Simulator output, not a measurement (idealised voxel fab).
process module | voxel self aligned contacts
cross-section cut | 290 nm wide | cells 5 nm
A cross-section is a grid of square cells, given in bands from the top down. A band is one or more rows of cells.
Each band's line starts with the height of the band's top and of its bottom, in nm. Then come its materials from left to right, each with its width in nm. One material with "throughout" fills the band from edge to edge. "air" is empty space.
Height 0 is the level under which the wafer as received is all one material. The lowest band goes on downwards, as in "0 down".
A width such as "30 to 40" changes by the same amount from each row of cells to the next, from the band's top row to its bottom row.
"no change" after a step means that no cell of the cross-section changed.
closed voids: empty space of 8 cells or more with no open way to the top, each as width x height at its distance from the left edge, in nm
after a step's settings: what the simulator itself notes on the step
overlay nm, on a step with a mask: how far to the right of its planned place the mask lay; to the left if negative
plan
1 op RECEIVE | material Si
2 op CONFORMAL_DEP | material SiO2 | thk nm 5
3 op DIRECTIONAL_DEP | material polySi | thk nm 25
4 op DIRECTIONAL_DEP | material SiN | thk nm 20
5 op DIRECTIONAL_DEP | material aC | thk nm 10
6 op PATTERN | tone cover | mask id GATE | material resist | width nm 35 | pitch nm 80 | thk nm 25 | overlay nm 0
7 op DIRECTIONAL_ETCH | etch materials aC | depth nm 10
8 op STRIP | etch materials resist
9 op DIRECTIONAL_ETCH | etch materials SiN | depth nm 20
10 op DIRECTIONAL_ETCH | etch materials polySi | depth nm 25
11 op STRIP | etch materials aC
12 op CONFORMAL_DEP | material SiN | thk nm 10
13 op DIRECTIONAL_ETCH | etch materials SiN | depth nm 10
14 op FILL_DEP | material SiO2 | thk nm 15
15 op CMP | height nm 55
16 op MASKED_ETCH | tone open | mask id CONTACT | width nm 65 | pitch nm 80 | etch materials SiO2 | depth nm 55 | overlay nm 0
17 op CONFORMAL_DEP | material TiN | thk nm 5
18 op FILL_DEP | material W | thk nm 5
19 op CMP | height nm 55
20 op CONFORMAL_DEP | material SiN | thk nm 5
as received, after step 1
  0 down: Si throughout
  closed voids: none
a wafer at the end: this start, this plan, one mistake
  60 to 55: SiN throughout
  55 to 30: SiO2 30 | SiN 65 | TiN 5 | W 5 | TiN 5 | SiN 65 | TiN 5 | W 5 | TiN 5 | SiN 65 | SiO2 35
  30 to 15: SiO2 30 | SiN 15 | polySi 35 | SiN 15 | TiN 5 | W 5 | TiN 5 | SiN 15 | polySi 35 | SiN 15 | TiN 5 | W 5 | TiN 5 | SiN 15 | polySi 35 | SiN 15 | SiO2 35
  15 to 10: SiO2 30 | SiN 15 | polySi 35 | SiN 15 | TiN 15 | SiN 15 | polySi 35 | SiN 15 | TiN 15 | SiN 15 | polySi 35 | SiN 15 | SiO2 35
  10 to 5: SiN 45 | polySi 35 | SiN 45 | polySi 35 | SiN 45 | polySi 35 | SiN 50
  5 to 0: SiO2 throughout
  0 down: Si throughout
  closed voids: none
what went wrong: step 12 ran as: op CONFORMAL_DEP | material SiN | thk nm 15
